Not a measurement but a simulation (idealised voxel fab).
voxel capacitor over wiring: a process module
This is section cut - it's 245 nm across, gridded in 5 nm square cells.
In what follows, cross-sections appear as grids of square cells, described through bands that run from the top down, where every band is one or more rows of cells.
Heights first: top, then bottom, in nm. Then materials, left to right, each with a width in nm. "everywhere" on a single material: fills the band edge to edge. "blank": empty space.
For the purposes of this specification, 0 denotes the height below which the wafer in its as-received condition is composed wholly of one material, and the lowermost band, lacking a lower limit, extends downward without end, as expressed in "top 0, no bottom".
The two numbers in a width such as "30 to 40" mark its ends across the band: the first belongs to the top row of cells, the second to the bottom row, and from each row to the next the width moves by the same amount.
"nothing changed" (step): cross-section cells unchanged, all of them.
The label "Cavities, sealed" introduces a list of the empty spaces, 8 cells or larger, that have no open way up to the top; each entry in it reads width x height at distance, where the distance is taken from the left edge and all three are stated in nm.
Past the settings on a step's line: simulator remark, on that step.
The "overlay nm" setting may appear on a step's line; for a step that uses a mask, it gives how far to the right of its planned position the mask lay, and a negative value indicates the left.
Intended process steps:
1 RECEIVE [material Si]
2 CONFORMAL_DEP [material SiO2] [thk nm 15]
3 DIRECTIONAL_DEP [material TiN] [thk nm 5]
4 DIRECTIONAL_DEP [material Ru] [thk nm 20]
5 PATTERN [tone cover] [mask id METAL_1] [material resist] [width nm 25] [pitch nm 75] [thk nm 20] [overlay nm 0]
6 DIRECTIONAL_ETCH [etch materials Ru] [depth nm 20]
7 DIRECTIONAL_ETCH [etch materials TiN] [depth nm 5]
8 STRIP [etch materials resist]
9 CONFORMAL_DEP [material SiCN] [thk nm 5]
10 FILL_DEP [material SiO2] [thk nm 10]
11 CMP [height nm 40]
12 CONFORMAL_DEP [material SiCN] [thk nm 5]
13 DIRECTIONAL_DEP [material lowk] [thk nm 20]
14 MASKED_ETCH [tone open] [mask id PLUG_1] [width nm 15] [etch materials lowk] [depth nm 20] [overlay nm 0]
15 MASKED_ETCH [tone open] [mask id PLUG_1] [width nm 15] [etch materials SiCN] [depth nm 5] [overlay nm 0]
16 EPI [material Ru] [thk nm 10]
17 EPI [material Ru] [thk nm 10]
18 EPI [material Ru] [thk nm 5]
19 DIRECTIONAL_DEP [material TiN] [thk nm 10]
20 DIRECTIONAL_DEP [material SiN] [thk nm 5]
21 DIRECTIONAL_DEP [material TiN] [thk nm 5]
22 MASKED_ETCH [tone cover] [mask id UPPER_PLATE] [width nm 55] [etch materials TiN] [depth nm 5] [overlay nm 0]
23 MASKED_ETCH [tone cover] [mask id UPPER_PLATE] [width nm 55] [etch materials SiN] [depth nm 5] [overlay nm 0]
24 MASKED_ETCH [tone cover] [mask id LOWER_PLATE] [width nm 65] [etch materials TiN] [depth nm 10] [overlay nm 0]
25 FILL_DEP [material SiO2] [thk nm 15]
26 CMP [height nm 95]
27 DIRECTIONAL_DEP [material aC] [thk nm 10]
28 PATTERN [tone open] [mask id PLUG_2] [material resist] [width nm 15] [thk nm 25] [overlay nm 0]
29 DIRECTIONAL_ETCH [etch materials aC] [depth nm 10]
30 STRIP [etch materials resist]
31 DIRECTIONAL_ETCH [etch materials SiO2] [depth nm 10]
32 STRIP [etch materials aC]
33 CONFORMAL_DEP [material TiN] [thk nm 5]
34 FILL_DEP [material Cu] [thk nm 10]
35 CMP [height nm 95]
36 CONFORMAL_DEP [material SiN] [thk nm 5]
Incoming wafer in cross-section (state: after step 1):
- top 0, no bottom: Si everywhere
- Cavities, sealed: none
Look at the cross-section after the module: the wafer started out the way shown above and the plan was the one shown above, yet one mistake was made along the way:
- top 100, bottom 95: SiN everywhere
- top 95, bottom 90: 90 nm SiO2  5 nm TiN  5 nm Cu  5 nm TiN  140 nm SiO2
- top 90, bottom 80: 90 to 80 nm SiO2  15 to 55 nm TiN  140 to 110 nm SiO2
- top 80, bottom 75: 80 nm SiO2  55 nm SiN  110 nm SiO2
- top 75, bottom 65: 75 nm SiO2  65 nm TiN  105 nm SiO2
- top 65, bottom 45: 80 nm lowk  15 nm Ru  150 nm lowk
- top 45, bottom 40: 80 nm SiCN  15 nm Ru  150 nm SiCN
- top 40, bottom 25: 65 nm SiO2  5 nm SiCN  25 nm Ru  5 nm SiCN  40 nm SiO2  5 nm SiCN  25 nm Ru  5 nm SiCN  70 nm SiO2
- top 25, bottom 20: 70 nm SiCN  25 nm Ru  50 nm SiCN  25 nm Ru  75 nm SiCN
- top 20, bottom 15: SiN everywhere
- top 15, bottom 0: SiO2 everywhere
- top 0, no bottom: Si everywhere
- Cavities, sealed: none
Here's what went sideways: contrary to plan, step 3 was performed as DIRECTIONAL_DEP [material SiN] [thk nm 5]
